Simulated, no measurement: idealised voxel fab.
The process module that follows is named voxel wiring stack.
The cross-section on display is named cut; it measures 190 nm wide, and its cells are 5 nm squares.
Cross-section, as written here: a square-cell grid given band by band from the top down, where a band holds one or more rows of cells.
Band: top and bottom heights (nm) first, top before bottom; then materials from left to right, widths in nm. "everywhere" marks a sole material filling the band edge to edge. "empty" denotes empty space.
Heights are measured from 0, the level below which the as-received wafer is all one material; the lowest band has no bottom and continues downward, written as in "from 0 down".
Width: "30 to 40" (first number = top row, second number = bottom row, same change from row to row of cells).
No cell of the cross-section changed in a step that is given as "nothing changed".
Reported under the label "Enclosed void entries" are the empty spaces having no open way to the top and comprising 8 cells or more; the notation for each is width x height at distance, in which the distance is measured from the left edge and all three values are in nm.
Note: text after step settings on the step line = simulator remark on that step.
A step's line can hold "overlay nm"; with a mask on that step, the setting says how far right of the planned place the mask lay, while a negative setting says it lay to the left.
-- Below is the list of planned process steps
1. RECEIVE [material Si]
2. CONFORMAL_DEP [material SiO2] [thk nm 10]
3. DIRECTIONAL_DEP [material TiN] [thk nm 5]
4. DIRECTIONAL_DEP [material Ru] [thk nm 25]
5. PATTERN [tone cover] [mask id METAL_1] [material resist] [width nm 25] [pitch nm 40] [thk nm 15] [overlay nm 0]
6. DIRECTIONAL_ETCH [etch materials Ru] [depth nm 25]
7. DIRECTIONAL_ETCH [etch materials TiN] [depth nm 5]
8. STRIP [etch materials resist]
9. CONFORMAL_DEP [material SiCN] [thk nm 5]
10. FILL_DEP [material SiO2] [thk nm 10]
11. CMP [height nm 40]
12. CONFORMAL_DEP [material SiCN] [thk nm 5]
13. DIRECTIONAL_DEP [material SiO2] [thk nm 10]
14. MASKED_ETCH [tone open] [mask id PLUG_1] [width nm 15] [pitch nm 40] [etch materials SiO2] [depth nm 10] [overlay nm 0]
15. MASKED_ETCH [tone open] [mask id PLUG_1] [width nm 15] [pitch nm 40] [etch materials SiCN] [depth nm 5] [overlay nm 0]
16. CONFORMAL_DEP [material TiN] [thk nm 5]
17. FILL_DEP [material W] [thk nm 10]
18. CMP [height nm 55]
19. CONFORMAL_DEP [material SiN] [thk nm 5]
20. DIRECTIONAL_DEP [material SiO2] [thk nm 20]
21. DIRECTIONAL_DEP [material aC] [thk nm 15]
22. PATTERN [tone open] [mask id METAL_2] [material resist] [width nm 15] [pitch nm 40] [thk nm 30] [overlay nm 0]
23. DIRECTIONAL_ETCH [etch materials aC] [depth nm 15]
24. STRIP [etch materials resist]
25. DIRECTIONAL_ETCH [etch materials SiO2] [depth nm 20]
26. DIRECTIONAL_ETCH [etch materials SiN] [depth nm 5]
27. STRIP [etch materials aC]
28. CONFORMAL_DEP [material TiN] [thk nm 5]
29. FILL_DEP [material Cu] [thk nm 10]
30. CMP [height nm 80]
31. EPI [material Ru] [thk nm 5]
32. FILL_DEP [material SiCN] [thk nm 5]
Split variable: width nm, step 22. Plan value = first wafer. Wafers start alike.
-- The as-received cross-section of the first of several wafers corresponds to the state after step 1
    from 0 down = Si everywhere
    Enclosed void entries: none
-- Shown in cross-section: the first of several wafers at the end of the module, after its last step, step 32
    from 90 to 85 = SiCN everywhere
    from 85 to 80 = SiCN 40 nm, then Ru 25 nm, then SiCN 15 nm, then Ru 25 nm, then SiCN 15 nm, then Ru 25 nm, then SiCN 45 nm
    from 80 to 60 = SiO2 45 nm, then TiN 5 nm, then Cu 5 nm, then TiN 5 nm, then SiO2 25 nm, then TiN 5 nm, then Cu 5 nm, then TiN 5 nm, then SiO2 25 nm, then TiN 5 nm, then Cu 5 nm, then TiN 5 nm, then SiO2 50 nm
    from 60 to 55 = SiN 45 nm, then TiN 15 nm, then SiN 25 nm, then TiN 15 nm, then SiN 25 nm, then TiN 15 nm, then SiN 50 nm
    from 55 to 45 = SiO2 40 nm, then TiN 5 nm, then W 5 nm, then TiN 5 nm, then SiO2 25 nm, then TiN 5 nm, then W 5 nm, then TiN 5 nm, then SiO2 25 nm, then TiN 5 nm, then W 5 nm, then TiN 5 nm, then SiO2 55 nm
    from 45 to 40 = SiCN 40 nm, then TiN 15 nm, then SiCN 25 nm, then TiN 15 nm, then SiCN 25 nm, then TiN 15 nm, then SiCN 55 nm
    from 40 to 15 = SiO2 35 nm, then SiCN 5 nm, then Ru 25 nm, then SiCN 5 nm, then SiO2 5 nm, then SiCN 5 nm, then Ru 25 nm, then SiCN 5 nm, then SiO2 5 nm, then SiCN 5 nm, then Ru 25 nm, then SiCN 5 nm, then SiO2 40 nm
    from 15 to 10 = SiCN 40 nm, then TiN 25 nm, then SiCN 15 nm, then TiN 25 nm, then SiCN 15 nm, then TiN 25 nm, then SiCN 45 nm
    from 10 to 0 = SiO2 everywhere
    from 0 down = Si everywhere
    Enclosed void entries: none
-- Last wafer x-sec, end of module
    from 90 to 85 = SiCN everywhere
    from 85 to 80 = SiCN 35 nm, then Ru 35 nm, then SiCN 5 nm, then Ru 35 nm, then SiCN 5 nm, then Ru 35 nm, then SiCN 40 nm
    from 80 to 60 = SiO2 40 nm, then TiN 5 nm, then Cu 15 nm, then TiN 5 nm, then SiO2 15 nm, then TiN 5 nm, then Cu 15 nm, then TiN 5 nm, then SiO2 15 nm, then TiN 5 nm, then Cu 15 nm, then TiN 5 nm, then SiO2 45 nm
    from 60 to 55 = SiN 40 nm, then TiN 25 nm, then SiN 15 nm, then TiN 25 nm, then SiN 15 nm, then TiN 25 nm, then SiN 45 nm
    from 55 to 45 = SiO2 40 nm, then TiN 5 nm, then W 5 nm, then TiN 5 nm, then SiO2 25 nm, then TiN 5 nm, then W 5 nm, then TiN 5 nm, then SiO2 25 nm, then TiN 5 nm, then W 5 nm, then TiN 5 nm, then SiO2 55 nm
    from 45 to 40 = SiCN 40 nm, then TiN 15 nm, then SiCN 25 nm, then TiN 15 nm, then SiCN 25 nm, then TiN 15 nm, then SiCN 55 nm
    from 40 to 15 = SiO2 35 nm, then SiCN 5 nm, then Ru 25 nm, then SiCN 5 nm, then SiO2 5 nm, then SiCN 5 nm, then Ru 25 nm, then SiCN 5 nm, then SiO2 5 nm, then SiCN 5 nm, then Ru 25 nm, then SiCN 5 nm, then SiO2 40 nm
    from 15 to 10 = SiCN 40 nm, then TiN 25 nm, then SiCN 15 nm, then TiN 25 nm, then SiCN 15 nm, then TiN 25 nm, then SiCN 45 nm
    from 10 to 0 = SiO2 everywhere
    from 0 down = Si everywhere
    Enclosed void entries: none
-- Gained (+) or lost (-) cells of each material since receipt, then closed voids: one row per wafer, at the end of the module
width nm 15; +12 Cu; +90 Ru; +143 SiCN; +29 SiN; +335 SiO2; +69 TiN; +6 W; Enclosed void entries: none
width nm 20; +24 Cu; +93 Ru; +140 SiCN; +26 SiN; +323 SiO2; +72 TiN; +6 W; Enclosed void entries: none
width nm 25; +36 Cu; +96 Ru; +137 SiCN; +23 SiN; +311 SiO2; +75 TiN; +6 W; Enclosed void entries: none
